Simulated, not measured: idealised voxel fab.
This is a process module. Its name is voxel capacitor over wiring.
Each square cell in cross-section cut measures 5 nm, and the section as a whole is 290 nm wide.
Just so we're on the same page, the cross-sections are grids of square cells, and they're listed out in bands top to bottom, each band one or more rows deep. For a band, the entry starts with two heights in nm, that of the top and then that of the bottom, and carries on with the band's materials in order from left to right, each alongside its width in nm; the word "all across" beside a single material means it fills the band edge to edge, and "air" means empty space. Basically, 0 is our baseline, since under it the wafer straight out of the box is all one material. The bottom band has no lower end and keeps on going down, so it looks like "0 and below". So if you see something like "30->40" for the width, read it as the top row of the band sitting at the first number and the bottom row at the second, with every row in between moving by the same amount as the last. A step reported as "everything unchanged" is a step in which no cell of the cross-section changed. "Entrapped voids" enumerates empty spaces isolated from the top, with no open way to it, that contain at least 8 cells, giving each as width x height at distance from the left edge, all three in nm. It should be noted that, on the line of a given step, the content following the step's settings is a remark produced by the simulator itself with respect to that step. "overlay nm" denotes, for a step that has a mask, the displacement of the mask to the right of its planned place, with negative values corresponding to the left. From here on the document is pairs. In a pair, the cross-section before one process step comes with the cross-section after it, and the latter goes no deeper than the lowest band that changed. What lies in between, the step and its settings, is written under the pair. A pair may be from a different run of this module on the same starting wafer than the pair above it, so it continues from that pair only where its entry headed "Pre-step condition" says so.

PRE-STEP CONDITION
  0 and below = Si all across
  Entrapped voids: none

AFTER THE STEP
  10 down to 0 = SiO2 all across
  Below 0, the layers are the same as they were.
  Entrapped voids: none
Between before and after, shown above: CONFORMAL_DEP with material SiO2, thk nm 10

Pre-step condition: The cross-section prior to this step is the one presented after the step of the pair immediately above.

AFTER THE STEP
  15 down to 10 = SiCN all across
  Below 10, the layers are the same as they were.
  Entrapped voids: none
Between before and after, shown above: CONFORMAL_DEP with material SiCN, thk nm 5

Pre-step condition: The cross-section prior to this step is the one presented after the step of the pair immediately above.

AFTER THE STEP
  35 down to 15 = SiO2 all across
  Below 15, the layers are the same as they were.
  Entrapped voids: none
Between before and after, shown above: DIRECTIONAL_DEP with material SiO2, thk nm 20

Pre-step condition: The cross-section prior to this step is the one presented after the step of the pair immediately above.

AFTER THE STEP
  35 down to 15 = SiO2=95 / air=20 / SiO2=60 / air=20 / SiO2=95
  Below 15, the layers are the same as they were.
  Entrapped voids: none
Between before and after, shown above: MASKED_ETCH with tone open, mask id METAL_1, width nm 20, pitch nm 80, etch materials SiO2, depth nm 20, overlay nm 0

Pre-step condition: The cross-section prior to this step is the one presented after the step of the pair immediately above.

AFTER THE STEP
  35 down to 15 = SiO2=95 / air=20 / SiO2=60 / air=20 / SiO2=95
  15 down to 10 = SiCN=95 / air=20 / SiCN=60 / air=20 / SiCN=95
  Below 10, the layers are the same as they were.
  Entrapped voids: none
Between before and after, shown above: MASKED_ETCH with tone open, mask id METAL_1, width nm 20, pitch nm 80, etch materials SiCN, depth nm 5, overlay nm 0

Pre-step condition: The cross-section prior to this step is the one presented after the step of the pair immediately above.

AFTER THE STEP
  40 down to 35 = TiN=100 / air=10 / TiN=70 / air=10 / TiN=100
  35 down to 15 = SiO2=95 / TiN=5 / air=10 / TiN=5 / SiO2=60 / TiN=5 / air=10 / TiN=5 / SiO2=95
  15 down to 10 = SiCN=95 / TiN=20 / SiCN=60 / TiN=20 / SiCN=95
  Below 10, the layers are the same as they were.
  Entrapped voids: none
Between before and after, shown above: CONFORMAL_DEP with material TiN, thk nm 5

Pre-step condition: The cross-section prior to this step is the one presented after the step of the pair immediately above.

AFTER THE STEP
  45 down to 40 = Cu all across
  40 down to 35 = TiN=100 / Cu=10 / TiN=70 / Cu=10 / TiN=100
  35 down to 15 = SiO2=95 / TiN=5 / Cu=10 / TiN=5 / SiO2=60 / TiN=5 / Cu=10 / TiN=5 / SiO2=95
  Below 15, the layers are the same as they were.
  Entrapped voids: none
Between before and after, shown above: FILL_DEP with material Cu, thk nm 5

Pre-step condition: The cross-section prior to this step is the one presented after the step of the pair immediately above.

AFTER THE STEP
  35 down to 15 = SiO2=95 / TiN=5 / Cu=10 / TiN=5 / SiO2=60 / TiN=5 / Cu=10 / TiN=5 / SiO2=95
  Below 15, the layers are the same as they were.
  Entrapped voids: none
Between before and after, shown above: CMP with height nm 35

Pre-step condition: The cross-section prior to this step is the one presented after the step of the pair immediately above.

AFTER THE STEP
  40 down to 35 = air=90 / Ru=30 / air=50 / Ru=30 / air=90
  Below 35, the layers are the same as they were.
  Entrapped voids: none
Between before and after, shown above: EPI with material Ru, thk nm 5

Pre-step condition: The cross-section prior to this step is the one presented after the step of the pair immediately above.

AFTER THE STEP
  45 down to 40 = SiCN all across
  40 down to 35 = SiCN=90 / Ru=30 / SiCN=50 / Ru=30 / SiCN=90
  Below 35, the layers are the same as they were.
  Entrapped voids: none
Between before and after, shown above: FILL_DEP with material SiCN, thk nm 5

Pre-step condition: The cross-section prior to this step is the one presented after the step of the pair immediately above.

AFTER THE STEP
  55 down to 45 = lowk all across
  Below 45, the layers are the same as they were.
  Entrapped voids: none
Between before and after, shown above: DIRECTIONAL_DEP with material lowk, thk nm 10

Pre-step condition: The cross-section prior to this step is the one presented after the step of the pair immediately above.

AFTER THE STEP
  55 down to 45 = lowk=100 / air=15 / lowk=175
  Below 45, the layers are the same as they were.
  Entrapped voids: none
Between before and after, shown above: MASKED_ETCH with tone open, mask id PLUG_1, width nm 15, etch materials lowk, depth nm 10, overlay nm 0

Pre-step condition: The cross-section prior to this step is the one presented after the step of the pair immediately above.

AFTER THE STEP
  55 down to 45 = lowk=100 / air=15 / lowk=175
  45 down to 40 = SiCN=100 / air=15 / SiCN=175
  Below 40, the layers are the same as they were.
  Entrapped voids: none
Between before and after, shown above: MASKED_ETCH with tone open, mask id PLUG_1, width nm 15, etch materials SiCN, depth nm 5, overlay nm 0

Pre-step condition: The cross-section prior to this step is the one presented after the step of the pair immediately above.

AFTER THE STEP
  60 down to 55 = TiN=105 / air=5 / TiN=180
  55 down to 45 = lowk=100 / TiN=5 / air=5 / TiN=5 / lowk=175
  45 down to 40 = SiCN=100 / TiN=15 / SiCN=175
  Below 40, the layers are the same as they were.
  Entrapped voids: none
Between before and after, shown above: CONFORMAL_DEP with material TiN, thk nm 5

Pre-step condition: The cross-section prior to this step is the one presented after the step of the pair immediately above.

AFTER THE STEP
  65 down to 60 = Ru all across
  60 down to 55 = TiN=105 / Ru=5 / TiN=180
  55 down to 45 = lowk=100 / TiN=5 / Ru=5 / TiN=5 / lowk=175
  Below 45, the layers are the same as they were.
  Entrapped voids: none
Between before and after, shown above: FILL_DEP with material Ru, thk nm 5

Pre-step condition: The cross-section prior to this step is the one presented after the step of the pair immediately above.

AFTER THE STEP
  55 down to 45 = lowk=100 / TiN=5 / Ru=5 / TiN=5 / lowk=175
  Below 45, the layers are the same as they were.
  Entrapped voids: none
Between before and after, shown above: CMP with height nm 55

Pre-step condition: The cross-section prior to this step is the one presented after the step of the pair immediately above.

AFTER THE STEP
  60 down to 55 = TiN all across
  Below 55, the layers are the same as they were.
  Entrapped voids: none
Between before and after, shown above: DIRECTIONAL_DEP with material TiN, thk nm 5

Pre-step condition: The cross-section prior to this step is the one presented after the step of the pair immediately above.

AFTER THE STEP
  65 down to 60 = Al2O3 all across
  Below 60, the layers are the same as they were.
  Entrapped voids: none
Between before and after, shown above: DIRECTIONAL_DEP with material Al2O3, thk nm 5

Pre-step condition: The cross-section prior to this step is the one presented after the step of the pair immediately above.

AFTER THE STEP
  70 down to 65 = TiN all across
  Below 65, the layers are the same as they were.
  Entrapped voids: none
Between before and after, shown above: DIRECTIONAL_DEP with material TiN, thk nm 5

Pre-step condition: The cross-section prior to this step is the one presented after the step of the pair immediately above.

AFTER THE STEP
  70 down to 65 = air=100 / TiN=65 / air=125
  Below 65, the layers are the same as they were.
  Entrapped voids: none
Between before and after, shown above: MASKED_ETCH with tone cover, mask id UPPER_PLATE, width nm 65, etch materials TiN, depth nm 5, overlay nm 0

Pre-step condition: The cross-section prior to this step is the one presented after the step of the pair immediately above.

AFTER THE STEP
  70 down to 65 = air=100 / TiN=65 / air=125
  65 down to 60 = air=100 / Al2O3=65 / air=125
  Below 60, the layers are the same as they were.
  Entrapped voids: none
Between before and after, shown above: MASKED_ETCH with tone cover, mask id UPPER_PLATE, width nm 65, etch materials Al2O3, depth nm 5, overlay nm 0

Pre-step condition: The cross-section prior to this step is the one presented after the step of the pair immediately above.

AFTER THE STEP
  70 down to 65 = air=100 / TiN=65 / air=125
  65 down to 60 = air=100 / Al2O3=65 / air=125
  60 down to 55 = air=95 / TiN=75 / air=120
  Below 55, the layers are the same as they were.
  Entrapped voids: none
Between before and after, shown above: MASKED_ETCH with tone cover, mask id LOWER_PLATE, width nm 75, etch materials TiN, depth nm 5, overlay nm 0

Pre-step condition: The cross-section prior to this step is the one presented after the step of the pair immediately above.

AFTER THE STEP
  85 down to 70 = SiO2 all across
  70 down to 65 = SiO2=100 / TiN=65 / SiO2=125
  65 down to 60 = SiO2=100 / Al2O3=65 / SiO2=125
  60 down to 55 = SiO2=95 / TiN=75 / SiO2=120
  Below 55, the layers are the same as they were.
  Entrapped voids: none
Between before and after, shown above: FILL_DEP with material SiO2, thk nm 15

Pre-step condition: The cross-section prior to this step is the one presented after the step of the pair immediately above.

AFTER THE STEP
  80 down to 70 = SiO2 all across
  Below 70, the layers are the same as they were.
  Entrapped voids: none
Between before and after, shown above: CMP with height nm 80

Pre-step condition: The cross-section prior to this step is the one presented after the step of the pair immediately above.

AFTER THE STEP
  80 down to 70 = SiO2=110 / air=15 / SiO2=165
  Below 70, the layers are the same as they were.
  Entrapped voids: none
Between before and after, shown above: MASKED_ETCH with tone open, mask id PLUG_2, width nm 15, etch materials SiO2, depth nm 10, overlay nm 0

Pre-step condition: The cross-section prior to this step is the one presented after the step of the pair immediately above.

AFTER THE STEP
  85 down to 80 = TiN=115 / air=5 / TiN=170
  80 down to 75 = SiO2=110 / TiN=5 / air=5 / TiN=5 / SiO2=165
  75 down to 65 = SiO2=110->100 / TiN=15->65 / SiO2=165->125
  Below 65, the layers are the same as they were.
  Entrapped voids: none
Between before and after, shown above: CONFORMAL_DEP with material TiN, thk nm 5

Pre-step condition: The cross-section prior to this step is the one presented after the step of the pair immediately above.

AFTER THE STEP
  90 down to 85 = Cu all across
  85 down to 80 = TiN=115 / Cu=5 / TiN=170
  80 down to 75 = SiO2=110 / TiN=5 / Cu=5 / TiN=5 / SiO2=165
  Below 75, the layers are the same as they were.
  Entrapped voids: none
Between before and after, shown above: FILL_DEP with material Cu, thk nm 5

Pre-step condition: The cross-section prior to this step is the one presented after the step of the pair immediately above.

AFTER THE STEP
  80 down to 75 = SiO2=110 / TiN=5 / Cu=5 / TiN=5 / SiO2=165
  Below 75, the layers are the same as they were.
  Entrapped voids: none
Between before and after, shown above: CMP with height nm 80

Pre-step condition: The cross-section prior to this step is the one presented after the step of the pair immediately above.

AFTER THE STEP
  85 down to 80 = SiN all across
  Below 80, the layers are the same as they were.
  Entrapped voids: none
Between before and after, shown above: CONFORMAL_DEP with material SiN, thk nm 5

PRE-STEP CONDITION
  40 down to 35 = air=90 / Ru=30 / air=50 / Ru=30 / air=90
  35 down to 15 = SiO2=95 / TiN=5 / Cu=10 / TiN=5 / SiO2=60 / TiN=5 / Cu=10 / TiN=5 / SiO2=95
  15 down to 10 = SiCN=95 / TiN=20 / SiCN=60 / TiN=20 / SiCN=95
  10 down to 0 = SiO2 all across
  0 and below = Si all across
  Entrapped voids: none

AFTER THE STEP
  50 down to 45 = air=90 / lowk=30 / air=50 / lowk=30 / air=90
  45 down to 40 = lowk all across
  40 down to 35 = lowk=90 / Ru=30 / lowk=50 / Ru=30 / lowk=90
  Below 35, the layers are the same as they were.
  Entrapped voids: none
Between before and after, shown above: DIRECTIONAL_DEP with material lowk, thk nm 10

Pre-step condition: The cross-section prior to this step is the one presented after the step of the pair immediately above.

AFTER THE STEP
  50 down to 45 = air=90 / lowk=10 / air=15 / lowk=5 / air=50 / lowk=30 / air=90
  45 down to 40 = lowk=100 / air=15 / lowk=175
  Below 40, the layers are the same as they were.
  Entrapped voids: none
Between before and after, shown above: MASKED_ETCH with tone open, mask id PLUG_1, width nm 15, etch materials lowk, depth nm 10, overlay nm 0

Pre-step condition: The cross-section prior to this step is the one presented after the step of the pair immediately above.

AFTER THE STEP
  55 down to 50 = air=85 / TiN=20 / air=5 / TiN=15 / air=40 / TiN=40 / air=85
  50 down to 45 = TiN=90 / lowk=10 / TiN=5 / air=5 / TiN=5 / lowk=5 / TiN=50 / lowk=30 / TiN=90
  45 down to 40 = lowk=100 / TiN=15 / lowk=175
  Below 40, the layers are the same as they were.
  Entrapped voids: none
Between before and after, shown above: CONFORMAL_DEP with material TiN, thk nm 5

Pre-step condition: The cross-section prior to this step is the one presented after the step of the pair immediately above.

AFTER THE STEP
  60 down to 55 = Ru all across
  55 down to 50 = Ru=85 / TiN=20 / Ru=5 / TiN=15 / Ru=40 / TiN=40 / Ru=85
  50 down to 45 = TiN=90 / lowk=10 / TiN=5 / Ru=5 / TiN=5 / lowk=5 / TiN=50 / lowk=30 / TiN=90
  Below 45, the layers are the same as they were.
  Entrapped voids: none
Between before and after, shown above: FILL_DEP with material Ru, thk nm 5

Pre-step condition: The cross-section prior to this step is the one presented after the step of the pair immediately above.

AFTER THE STEP
  55 down to 50 = Ru=85 / TiN=20 / Ru=5 / TiN=15 / Ru=40 / TiN=40 / Ru=85
  Below 50, the layers are the same as they were.
  Entrapped voids: none
Between before and after, shown above: CMP with height nm 55

Pre-step condition: The cross-section prior to this step is the one presented after the step of the pair immediately above.

AFTER THE STEP
  60 down to 55 = TiN all across
  Below 55, the layers are the same as they were.
  Entrapped voids: none
Between before and after, shown above: DIRECTIONAL_DEP with material TiN, thk nm 5

Pre-step condition: The cross-section prior to this step is the one presented after the step of the pair immediately above.

AFTER THE STEP
  65 down to 60 = Al2O3 all across
  Below 60, the layers are the same as they were.
  Entrapped voids: none
Between before and after, shown above: DIRECTIONAL_DEP with material Al2O3, thk nm 5

Pre-step condition: The cross-section prior to this step is the one presented after the step of the pair immediately above.

AFTER THE STEP
  70 down to 65 = TiN all across
  Below 65, the layers are the same as they were.
  Entrapped voids: none
Between before and after, shown above: DIRECTIONAL_DEP with material TiN, thk nm 5

Pre-step condition: The cross-section prior to this step is the one presented after the step of the pair immediately above.

AFTER THE STEP
  70 down to 65 = air=100 / TiN=65 / air=125
  Below 65, the layers are the same as they were.
  Entrapped voids: none
Between before and after, shown above: MASKED_ETCH with tone cover, mask id UPPER_PLATE, width nm 65, etch materials TiN, depth nm 5, overlay nm 0

Pre-step condition: The cross-section prior to this step is the one presented after the step of the pair immediately above.

AFTER THE STEP
  70 down to 65 = air=100 / TiN=65 / air=125
  65 down to 60 = air=100 / Al2O3=65 / air=125
  Below 60, the layers are the same as they were.
  Entrapped voids: none
Between before and after, shown above: MASKED_ETCH with tone cover, mask id UPPER_PLATE, width nm 65, etch materials Al2O3, depth nm 5, overlay nm 0

Pre-step condition: The cross-section prior to this step is the one presented after the step of the pair immediately above.

AFTER THE STEP
  70 down to 65 = air=100 / TiN=65 / air=125
  65 down to 60 = air=100 / Al2O3=65 / air=125
  60 down to 55 = air=95 / TiN=75 / air=120
  Below 55, the layers are the same as they were.
  Entrapped voids: none
Between before and after, shown above: MASKED_ETCH with tone cover, mask id LOWER_PLATE, width nm 75, etch materials TiN, depth nm 5, overlay nm 0

Pre-step condition: The cross-section prior to this step is the one presented after the step of the pair immediately above.

AFTER THE STEP
  85 down to 70 = SiO2 all across
  70 down to 65 = SiO2=100 / TiN=65 / SiO2=125
  65 down to 60 = SiO2=100 / Al2O3=65 / SiO2=125
  60 down to 55 = SiO2=95 / TiN=75 / SiO2=120
  Below 55, the layers are the same as they were.
  Entrapped voids: none
Between before and after, shown above: FILL_DEP with material SiO2, thk nm 15

Pre-step condition: The cross-section prior to this step is the one presented after the step of the pair immediately above.

AFTER THE STEP
  80 down to 70 = SiO2 all across
  Below 70, the layers are the same as they were.
  Entrapped voids: none
Between before and after, shown above: CMP with height nm 80

Pre-step condition: The cross-section prior to this step is the one presented after the step of the pair immediately above.

AFTER THE STEP
  80 down to 70 = SiO2=110 / air=15 / SiO2=165
  Below 70, the layers are the same as they were.
  Entrapped voids: none
Between before and after, shown above: MASKED_ETCH with tone open, mask id PLUG_2, width nm 15, etch materials SiO2, depth nm 10, overlay nm 0

Pre-step condition: The cross-section prior to this step is the one presented after the step of the pair immediately above.

AFTER THE STEP
  85 down to 80 = TiN=115 / air=5 / TiN=170
  80 down to 75 = SiO2=110 / TiN=5 / air=5 / TiN=5 / SiO2=165
  75 down to 65 = SiO2=110->100 / TiN=15->65 / SiO2=165->125
  Below 65, the layers are the same as they were.
  Entrapped voids: none
Between before and after, shown above: CONFORMAL_DEP with material TiN, thk nm 5

Pre-step condition: The cross-section prior to this step is the one presented after the step of the pair immediately above.

AFTER THE STEP
  90 down to 85 = Cu all across
  85 down to 80 = TiN=115 / Cu=5 / TiN=170
  80 down to 75 = SiO2=110 / TiN=5 / Cu=5 / TiN=5 / SiO2=165
  Below 75, the layers are the same as they were.
  Entrapped voids: none
Between before and after, shown above: FILL_DEP with material Cu, thk nm 5

Pre-step condition: The cross-section prior to this step is the one presented after the step of the pair immediately above.

AFTER THE STEP
  80 down to 75 = SiO2=110 / TiN=5 / Cu=5 / TiN=5 / SiO2=165
  Below 75, the layers are the same as they were.
  Entrapped voids: none
Between before and after, shown above: CMP with height nm 80

Pre-step condition: The cross-section prior to this step is the one presented after the step of the pair immediately above.

AFTER THE STEP
  85 down to 80 = SiN all across
  Below 80, the layers are the same as they were.
  Entrapped voids: none
Between before and after, shown above: CONFORMAL_DEP with material SiN, thk nm 5

PRE-STEP CONDITION
  55 down to 45 = lowk=100 / TiN=5 / Ru=5 / TiN=5 / lowk=175
  45 down to 40 = SiCN=100 / TiN=15 / SiCN=175
  40 down to 35 = SiCN=90 / Ru=30 / SiCN=50 / Ru=30 / SiCN=90
  35 down to 15 = SiO2=95 / TiN=5 / Cu=10 / TiN=5 / SiO2=60 / TiN=5 / Cu=10 / TiN=5 / SiO2=95
  15 down to 10 = SiCN=95 / TiN=20 / SiCN=60 / TiN=20 / SiCN=95
  10 down to 0 = SiO2 all across
  0 and below = Si all across
  Entrapped voids: none

AFTER THE STEP
  60 down to 55 = Al2O3 all across
  Below 55, the layers are the same as they were.
  Entrapped voids: none
Between before and after, shown above: DIRECTIONAL_DEP with material Al2O3, thk nm 5

Pre-step condition: The cross-section prior to this step is the one presented after the step of the pair immediately above.

AFTER THE STEP
  65 down to 60 = TiN all across
  Below 60, the layers are the same as they were.
  Entrapped voids: none
Between before and after, shown above: DIRECTIONAL_DEP with material TiN, thk nm 5

Pre-step condition: The cross-section prior to this step is the one presented after the step of the pair immediately above.

AFTER THE STEP
  70 down to 60 = TiN all across
  Below 60, the layers are the same as they were.
  Entrapped voids: none
Between before and after, shown above: DIRECTIONAL_DEP with material TiN, thk nm 5

Pre-step condition: The cross-section prior to this step is the one presented after the step of the pair immediately above.

AFTER THE STEP
  70 down to 65 = air=100 / TiN=65 / air=125
  Below 65, the layers are the same as they were.
  Entrapped voids: none
Between before and after, shown above: MASKED_ETCH with tone cover, mask id UPPER_PLATE, width nm 65, etch materials TiN, depth nm 5, overlay nm 0

Pre-step condition: The cross-section prior to this step is the one presented after the step of the pair immediately above.

AFTER THE STEP
  70 down to 60 = air=100->95 / TiN=65->75 / air=125->120
  Below 60, the layers are the same as they were.
  Entrapped voids: none
Between before and after, shown above: MASKED_ETCH with tone cover, mask id LOWER_PLATE, width nm 75, etch materials TiN, depth nm 5, overlay nm 0

Pre-step condition: The cross-section prior to this step is the one presented after the step of the pair immediately above.

AFTER THE STEP
  85 down to 70 = SiO2 all across
  70 down to 60 = SiO2=100->95 / TiN=65->75 / SiO2=125->120
  Below 60, the layers are the same as they were.
  Entrapped voids: none
Between before and after, shown above: FILL_DEP with material SiO2, thk nm 15

Pre-step condition: The cross-section prior to this step is the one presented after the step of the pair immediately above.

AFTER THE STEP
  80 down to 70 = SiO2 all across
  Below 70, the layers are the same as they were.
  Entrapped voids: none
Between before and after, shown above: CMP with height nm 80

Pre-step condition: The cross-section prior to this step is the one presented after the step of the pair immediately above.

AFTER THE STEP
  80 down to 70 = SiO2=110 / air=15 / SiO2=165
  Below 70, the layers are the same as they were.
  Entrapped voids: none
Between before and after, shown above: MASKED_ETCH with tone open, mask id PLUG_2, width nm 15, etch materials SiO2, depth nm 10, overlay nm 0

Pre-step condition: The cross-section prior to this step is the one presented after the step of the pair immediately above.

AFTER THE STEP
  85 down to 80 = TiN=115 / air=5 / TiN=170
  80 down to 75 = SiO2=110 / TiN=5 / air=5 / TiN=5 / SiO2=165
  75 down to 65 = SiO2=110->100 / TiN=15->65 / SiO2=165->125
  Below 65, the layers are the same as they were.
  Entrapped voids: none
Between before and after, shown above: CONFORMAL_DEP with material TiN, thk nm 5

Pre-step condition: The cross-section prior to this step is the one presented after the step of the pair immediately above.

AFTER THE STEP
  90 down to 85 = Cu all across
  85 down to 80 = TiN=115 / Cu=5 / TiN=170
  80 down to 75 = SiO2=110 / TiN=5 / Cu=5 / TiN=5 / SiO2=165
  Below 75, the layers are the same as they were.
  Entrapped voids: none
Between before and after, shown above: FILL_DEP with material Cu, thk nm 5

Pre-step condition: The cross-section prior to this step is the one presented after the step of the pair immediately above.

AFTER THE STEP
  80 down to 75 = SiO2=110 / TiN=5 / Cu=5 / TiN=5 / SiO2=165
  Below 75, the layers are the same as they were.
  Entrapped voids: none
Between before and after, shown above: CMP with height nm 80

Pre-step condition: The cross-section prior to this step is the one presented after the step of the pair immediately above.

AFTER THE STEP
  85 down to 80 = SiN all across
  Below 80, the layers are the same as they were.
  Entrapped voids: none
Between before and after, shown above: CONFORMAL_DEP with material SiN, thk nm 5

PRE-STEP CONDITION
  85 down to 70 = SiO2 all across
  70 down to 65 = SiO2=100 / TiN=65 / SiO2=125
  65 down to 60 = SiO2=100 / Al2O3=65 / SiO2=125
  60 down to 55 = SiO2=95 / TiN=75 / SiO2=120
  55 down to 45 = lowk=100 / TiN=5 / Ru=5 / TiN=5 / lowk=175
  45 down to 40 = SiCN=100 / TiN=15 / SiCN=175
  40 down to 35 = SiCN=90 / Ru=30 / SiCN=50 / Ru=30 / SiCN=90
  35 down to 15 = SiO2=95 / TiN=5 / Cu=10 / TiN=5 / SiO2=60 / TiN=5 / Cu=10 / TiN=5 / SiO2=95
  15 down to 10 = SiCN=95 / TiN=20 / SiCN=60 / TiN=20 / SiCN=95
  10 down to 0 = SiO2 all across
  0 and below = Si all across
  Entrapped voids: none

AFTER THE STEP
  75 down to 70 = SiO2 all across
  Below 70, the layers are the same as they were.
  Entrapped voids: none
Between before and after, shown above: CMP with height nm 75

Pre-step condition: The cross-section prior to this step is the one presented after the step of the pair immediately above.

AFTER THE STEP
  75 down to 70 = SiO2=110 / air=15 / SiO2=165
  Below 70, the layers are the same as they were.
  Entrapped voids: none
Between before and after, shown above: MASKED_ETCH with tone open, mask id PLUG_2, width nm 15, etch materials SiO2, depth nm 10, overlay nm 0

Pre-step condition: The cross-section prior to this step is the one presented after the step of the pair immediately above.

AFTER THE STEP
  80 down to 75 = TiN=115 / air=5 / TiN=170
  75 down to 65 = SiO2=110->100 / TiN=15->65 / SiO2=165->125
  Below 65, the layers are the same as they were.
  Entrapped voids: none
Between before and after, shown above: CONFORMAL_DEP with material TiN, thk nm 5

Pre-step condition: The cross-section prior to this step is the one presented after the step of the pair immediately above.

AFTER THE STEP
  85 down to 80 = Cu all across
  80 down to 75 = TiN=115 / Cu=5 / TiN=170
  Below 75, the layers are the same as they were.
  Entrapped voids: none
Between before and after, shown above: FILL_DEP with material Cu, thk nm 5

Pre-step condition: The cross-section prior to this step is the one presented after the step of the pair immediately above.

AFTER THE STEP
  80 down to 75 = TiN=115 / Cu=5 / TiN=170
  Below 75, the layers are the same as they were.
  Entrapped voids: none
Between before and after, shown above: CMP with height nm 80

Pre-step condition: The cross-section prior to this step is the one presented after the step of the pair immediately above.

AFTER THE STEP
  85 down to 80 = SiN all across
  Below 80, the layers are the same as they were.
  Entrapped voids: none
Between before and after, shown above: CONFORMAL_DEP with material SiN, thk nm 5

PRE-STEP CONDITION
  70 down to 65 = TiN all across
  65 down to 60 = Al2O3 all across
  60 down to 55 = TiN all across
  55 down to 45 = lowk=100 / TiN=5 / Ru=5 / TiN=5 / lowk=175
  45 down to 40 = SiCN=100 / TiN=15 / SiCN=175
  40 down to 35 = SiCN=90 / Ru=30 / SiCN=50 / Ru=30 / SiCN=90
  35 down to 15 = SiO2=95 / TiN=5 / Cu=10 / TiN=5 / SiO2=60 / TiN=5 / Cu=10 / TiN=5 / SiO2=95
  15 down to 10 = SiCN=95 / TiN=20 / SiCN=60 / TiN=20 / SiCN=95
  10 down to 0 = SiO2 all across
  0 and below = Si all across
  Entrapped voids: none

AFTER THE STEP
  70 down to 65 = air=105 / TiN=55 / air=130
  Below 65, the layers are the same as they were.
  Entrapped voids: none
Between before and after, shown above: MASKED_ETCH with tone cover, mask id UPPER_PLATE, width nm 55, etch materials TiN, depth nm 5, overlay nm 0

Pre-step condition: The cross-section prior to this step is the one presented after the step of the pair immediately above.

AFTER THE STEP
  70 down to 65 = air=105 / TiN=55 / air=130
  65 down to 60 = air=100 / Al2O3=65 / air=125
  Below 60, the layers are the same as they were.
  Entrapped voids: none
Between before and after, shown above: MASKED_ETCH with tone cover, mask id UPPER_PLATE, width nm 65, etch materials Al2O3, depth nm 5, overlay nm 0

Pre-step condition: The cross-section prior to this step is the one presented after the step of the pair immediately above.

AFTER THE STEP
  70 down to 65 = air=105 / TiN=55 / air=130
  65 down to 60 = air=100 / Al2O3=65 / air=125
  60 down to 55 = air=95 / TiN=75 / air=120
  Below 55, the layers are the same as they were.
  Entrapped voids: none
Between before and after, shown above: MASKED_ETCH with tone cover, mask id LOWER_PLATE, width nm 75, etch materials TiN, depth nm 5, overlay nm 0

Pre-step condition: The cross-section prior to this step is the one presented after the step of the pair immediately above.

AFTER THE STEP
  85 down to 70 = SiO2 all across
  70 down to 65 = SiO2=105 / TiN=55 / SiO2=130
  65 down to 60 = SiO2=100 / Al2O3=65 / SiO2=125
  60 down to 55 = SiO2=95 / TiN=75 / SiO2=120
  Below 55, the layers are the same as they were.
  Entrapped voids: none
Between before and after, shown above: FILL_DEP with material SiO2, thk nm 15

Pre-step condition: The cross-section prior to this step is the one presented after the step of the pair immediately above.

AFTER THE STEP
  80 down to 70 = SiO2 all across
  Below 70, the layers are the same as they were.
  Entrapped voids: none
Between before and after, shown above: CMP with height nm 80

Pre-step condition: The cross-section prior to this step is the one presented after the step of the pair immediately above.

AFTER THE STEP
  80 down to 70 = SiO2=110 / air=15 / SiO2=165
  Below 70, the layers are the same as they were.
  Entrapped voids: none
Between before and after, shown above: MASKED_ETCH with tone open, mask id PLUG_2, width nm 15, etch materials SiO2, depth nm 10, overlay nm 0

Pre-step condition: The cross-section prior to this step is the one presented after the step of the pair immediately above.

AFTER THE STEP
  85 down to 80 = TiN=115 / air=5 / TiN=170
  80 down to 75 = SiO2=110 / TiN=5 / air=5 / TiN=5 / SiO2=165
  75 down to 65 = SiO2=110->105 / TiN=15->55 / SiO2=165->130
  Below 65, the layers are the same as they were.
  Entrapped voids: none
Between before and after, shown above: CONFORMAL_DEP with material TiN, thk nm 5

Pre-step condition: The cross-section prior to this step is the one presented after the step of the pair immediately above.

AFTER THE STEP
  90 down to 85 = Cu all across
  85 down to 80 = TiN=115 / Cu=5 / TiN=170
  80 down to 75 = SiO2=110 / TiN=5 / Cu=5 / TiN=5 / SiO2=165
  Below 75, the layers are the same as they were.
  Entrapped voids: none
Between before and after, shown above: FILL_DEP with material Cu, thk nm 5

Pre-step condition: The cross-section prior to this step is the one presented after the step of the pair immediately above.

AFTER THE STEP
  80 down to 75 = SiO2=110 / TiN=5 / Cu=5 / TiN=5 / SiO2=165
  Below 75, the layers are the same as they were.
  Entrapped voids: none
Between before and after, shown above: CMP with height nm 80

Pre-step condition: The cross-section prior to this step is the one presented after the step of the pair immediately above.

AFTER THE STEP
  85 down to 80 = SiN all across
  Below 80, the layers are the same as they were.
  Entrapped voids: none
Between before and after, shown above: CONFORMAL_DEP with material SiN, thk nm 5

PRE-STEP CONDITION
  80 down to 70 = SiO2 all across
  70 down to 65 = SiO2=100 / TiN=65 / SiO2=125
  65 down to 60 = SiO2=100 / Al2O3=65 / SiO2=125
  60 down to 55 = SiO2=95 / TiN=75 / SiO2=120
  55 down to 45 = lowk=100 / TiN=5 / Ru=5 / TiN=5 / lowk=175
  45 down to 40 = SiCN=100 / TiN=15 / SiCN=175
  40 down to 35 = SiCN=90 / Ru=30 / SiCN=50 / Ru=30 / SiCN=90
  35 down to 15 = SiO2=95 / TiN=5 / Cu=10 / TiN=5 / SiO2=60 / TiN=5 / Cu=10 / TiN=5 / SiO2=95
  15 down to 10 = SiCN=95 / TiN=20 / SiCN=60 / TiN=20 / SiCN=95
  10 down to 0 = SiO2 all across
  0 and below = Si all across
  Entrapped voids: none

AFTER THE STEP
  80 down to 70 = SiO2=100 / air=15 / SiO2=175
  Below 70, the layers are the same as they were.
  Entrapped voids: none
Between before and after, shown above: MASKED_ETCH with tone open, mask id PLUG_2, width nm 15, etch materials SiO2, depth nm 10, overlay nm -10

Pre-step condition: The cross-section prior to this step is the one presented after the step of the pair immediately above.

AFTER THE STEP
  85 down to 80 = TiN=105 / air=5 / TiN=180
  80 down to 75 = SiO2=100 / TiN=5 / air=5 / TiN=5 / SiO2=175
  75 down to 65 = SiO2=100 / TiN=15->65 / SiO2=175->125
  Below 65, the layers are the same as they were.
  Entrapped voids: none
Between before and after, shown above: CONFORMAL_DEP with material TiN, thk nm 5

Pre-step condition: The cross-section prior to this step is the one presented after the step of the pair immediately above.

AFTER THE STEP
  90 down to 85 = Cu all across
  85 down to 80 = TiN=105 / Cu=5 / TiN=180
  80 down to 75 = SiO2=100 / TiN=5 / Cu=5 / TiN=5 / SiO2=175
  Below 75, the layers are the same as they were.
  Entrapped voids: none
Between before and after, shown above: FILL_DEP with material Cu, thk nm 5
